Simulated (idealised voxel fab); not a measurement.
Presented below is a process module, voxel self aligned vias.
Displayed cross-section: cut, width of 260 nm, square cells sized 5 nm.
Cross-sections here: square-cell grids, written as top-down lists of bands, a band being one or more rows of cells. Heights first: top, then bottom, in nm. Then materials, left to right, each with a width in nm. "all across" on a single material: fills the band edge to edge. "empty": empty space. Height is counted from the level 0, under which the received wafer is composed throughout of one material. The lowest of the bands is not closed at the bottom but continues downward, in the notation "0 and below". Note: "30->40" means the width goes from the first number (top row of the band) to the second number (bottom row) in equal steps per row of cells. Reading "no alteration" for a step: not a cell of the cross-section changed in it. Under "Tabulated closed voids" you'll find the enclosed gaps, the ones with no way out to the top, that are 8 cells or bigger; each reads width x height at distance, with distance counted from the left edge, everything in nm. Anything after a step's settings on that line? It's the simulator's own note about the step. Steps that use a mask can have "overlay nm" on their line. It says how far the mask sat to the right of where it was meant to be. Negative means to the left.

List of planned process steps:
1 RECEIVE (material Si)
2 CONFORMAL_DEP (material SiO2; thk nm 10)
3 CONFORMAL_DEP (material SiCN; thk nm 5)
4 DIRECTIONAL_DEP (material lowk; thk nm 30)
5 MASKED_ETCH (tone open; mask id LINES; width nm 30; pitch nm 70; etch materials lowk; depth nm 30; overlay nm 0)
6 CONFORMAL_DEP (material TiN; thk nm 5)
7 FILL_DEP (material Ru; thk nm 5)
8 CMP (height nm 45)
9 SELECTIVE_ETCH (etch materials W Ru TiN; depth nm 10)
10 FILL_DEP (material SiN; thk nm 5)
11 CMP (height nm 45)
12 DIRECTIONAL_DEP (material lowk; thk nm 15)
13 MASKED_ETCH (tone open; mask id VIAS; width nm 50; pitch nm 140; etch materials lowk; depth nm 15; overlay nm 0)
14 MASKED_ETCH (tone open; mask id VIAS; width nm 50; pitch nm 140; etch materials SiN; depth nm 10; overlay nm 0)
15 CONFORMAL_DEP (material TiN; thk nm 5)
16 FILL_DEP (material Ru; thk nm 10)
17 CMP (height nm 60)
18 CONFORMAL_DEP (material SiCN; thk nm 5)

Incoming wafer, cross-sectional view, post step 1:
0 and below: Si all across
Tabulated closed voids: none

The first of the two wafers as seen in cross-section once the module was finished; processing followed the plan:
65 down to 60: SiCN all across
60 down to 50: lowk 35; TiN 5; Ru 40; TiN 5; lowk 90; TiN 5; Ru 40; TiN 5; lowk 35
50 down to 45: lowk 35; TiN 15; Ru 20; TiN 15; lowk 90; TiN 15; Ru 20; TiN 15; lowk 35
45 down to 40: lowk 45; TiN 5; Ru 20; TiN 5; lowk 40; SiN 30; lowk 40; TiN 5; Ru 20; TiN 5; lowk 45
40 down to 35: lowk 45; TiN 30; lowk 40; SiN 30; lowk 40; TiN 30; lowk 45
35 down to 20: lowk 45; TiN 5; Ru 20; TiN 5; lowk 40; TiN 5; Ru 20; TiN 5; lowk 40; TiN 5; Ru 20; TiN 5; lowk 45
20 down to 15: lowk 45; TiN 30; lowk 40; TiN 30; lowk 40; TiN 30; lowk 45
15 down to 10: SiCN all across
10 down to 0: SiO2 all across
0 and below: Si all across
Tabulated closed voids: none

Module end: cross-section of wafer two of two. Same start and process plan as the first wafer. One mistake during execution:
65 down to 60: SiCN all across
60 down to 50: lowk 35; TiN 5; Ru 40; TiN 5; lowk 90; TiN 5; Ru 40; TiN 5; lowk 35
50 down to 45: lowk 35; TiN 15; Ru 25; TiN 10; lowk 90; TiN 15; Ru 25; TiN 10; lowk 35
45 down to 40: lowk 45; TiN 5; Ru 25; TiN 5; lowk 35; SiN 35; lowk 35; TiN 5; Ru 25; TiN 5; lowk 40
40 down to 35: lowk 45; TiN 35; lowk 35; SiN 35; lowk 35; TiN 35; lowk 40
35 down to 20: lowk 45; TiN 5; Ru 25; TiN 5; lowk 35; TiN 5; Ru 25; TiN 5; lowk 35; TiN 5; Ru 25; TiN 5; lowk 40
20 down to 15: lowk 45; TiN 35; lowk 35; TiN 35; lowk 35; TiN 35; lowk 40
15 down to 10: SiCN all across
10 down to 0: SiO2 all across
0 and below: Si all across
Tabulated closed voids: none
Here's what went sideways: contrary to plan, step 5 was performed as MASKED_ETCH (tone open; mask id LINES; width nm 35; pitch nm 70; etch materials lowk; depth nm 30; overlay nm 0)
Once processing is complete, comparing cell counts shows that the second wafer has more or fewer of certain materials than the first: Ru +13 | SiN +2 | TiN +3 | lowk -18
